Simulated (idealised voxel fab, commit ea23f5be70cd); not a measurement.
A process module follows: voxel trench capacitor.
The cross-section shown here is cut; it is 255 nm wide and divided into square cells measuring 5 nm on a side.
When this document writes out a cross-section, it uses a grid of square cells and lists it as bands, beginning at the top and moving down, with a band standing for one or more rows of cells.
Per band: top height and bottom height in nm, followed by the left-to-right materials and their widths in nm; "edge to edge" marks a single material spanning edge to edge, "blank" marks empty space.
The reference from which all heights are counted is 0, the level beneath which the as-received wafer is entirely one material; the lowest band, having no lower bound, proceeds downward and is written after the example "0 and below".
With a width like "30 to 40", each row of cells in the band differs from the next by the same amount, the top row carrying the first number and the bottom row the second.
For the purposes of this document, the phrase "no change occurred" attached to a step denotes that no cell within the cross-section was modified by that step.
Under "Closed internal voids" you'll find the enclosed gaps, the ones with no way out to the top, that are 8 cells or bigger; each reads width x height at distance, with distance counted from the left edge, everything in nm.
On each step's line, the part that comes after the settings is the simulator's own comment on the step.
overlay nm, on a step with a mask: how far to the right of its planned place the mask lay; to the left if negative

Planned process steps
step 1: RECEIVE (material Si)
step 2: CONFORMAL_DEP (material SiN; thk nm 10)
step 3: MASKED_ETCH (tone open; mask id TRENCH; width nm 25; pitch nm 45; etch materials SiN; depth nm 10; overlay nm -15)
step 4: MASKED_ETCH (tone open; mask id TRENCH; width nm 25; pitch nm 45; etch materials Si; depth nm 25; overlay nm 0)
step 5: CONFORMAL_DEP (material Al2O3; thk nm 5)
step 6: CONFORMAL_DEP (material TiN; thk nm 5)
step 7: FILL_DEP (material W; thk nm 5)
step 8: CMP (height nm 10)
The overlay nm used in step 3 is not the same on every wafer, whereas the starting condition is; the value printed in the plan is the first wafer's.

First of several wafers, received after step 1, in cross-section
    0 and below  Si edge to edge
    Closed internal voids: none

Cross-sectional representation of the first of several wafers at the end of the module, i.e. after its terminal step, step 8
    10 down to 5  SiN 30 | Al2O3 5 | TiN 15 | Al2O3 5 | SiN 20 | Al2O3 5 | TiN 15 | Al2O3 5 | SiN 20 | Al2O3 5 | TiN 15 | Al2O3 5 | SiN 20 | Al2O3 5 | TiN 15 | Al2O3 5 | SiN 65
    5 down to 0  SiN 30 | Al2O3 25 | SiN 20 | Al2O3 25 | SiN 20 | Al2O3 25 | SiN 20 | Al2O3 25 | SiN 65
    0 down to -25  Si 45 | Al2O3 10 | Si 35 | Al2O3 10 | Si 35 | Al2O3 10 | Si 35 | Al2O3 10 | Si 65
    -25 and below  Si edge to edge
    Closed internal voids: none

The last wafer as seen in cross-section at the end of the module
    10 down to 5  SiN 60 | Al2O3 5 | TiN 15 | Al2O3 5 | SiN 20 | Al2O3 5 | TiN 15 | Al2O3 5 | SiN 20 | Al2O3 5 | TiN 15 | Al2O3 5 | SiN 20 | Al2O3 5 | TiN 15 | Al2O3 5 | SiN 35
    5 down to 0  SiN 60 | Al2O3 25 | SiN 20 | Al2O3 25 | SiN 20 | Al2O3 25 | SiN 20 | Al2O3 25 | SiN 35
    0 down to -25  Si 60 | Al2O3 10 | Si 35 | Al2O3 10 | Si 35 | Al2O3 10 | Si 35 | Al2O3 10 | Si 50
    -25 and below  Si edge to edge
    Closed internal voids: none

Heads up, this table goes wafer by wafer. A row tells you, at the end of the module, how many cells of each material that wafer has put on (+) or dropped (-) since it was received, and then its closed voids
overlay nm -15; +68 Al2O3; -40 Si; +62 SiN; +12 TiN; Closed internal voids: none
overlay nm -10; +68 Al2O3; -60 Si; +62 SiN; +32 TiN; Closed internal voids: none
overlay nm -5; +68 Al2O3; -80 Si; +62 SiN; +52 TiN; Closed internal voids: none
overlay nm 0; +68 Al2O3; -100 Si; +62 SiN; +52 TiN; +20 W; Closed internal voids: none
overlay nm 5; +68 Al2O3; -80 Si; +62 SiN; +52 TiN; Closed internal voids: none
overlay nm 10; +68 Al2O3; -60 Si; +62 SiN; +32 TiN; Closed internal voids: none
overlay nm 15; +68 Al2O3; -40 Si; +62 SiN; +12 TiN; Closed internal voids: none
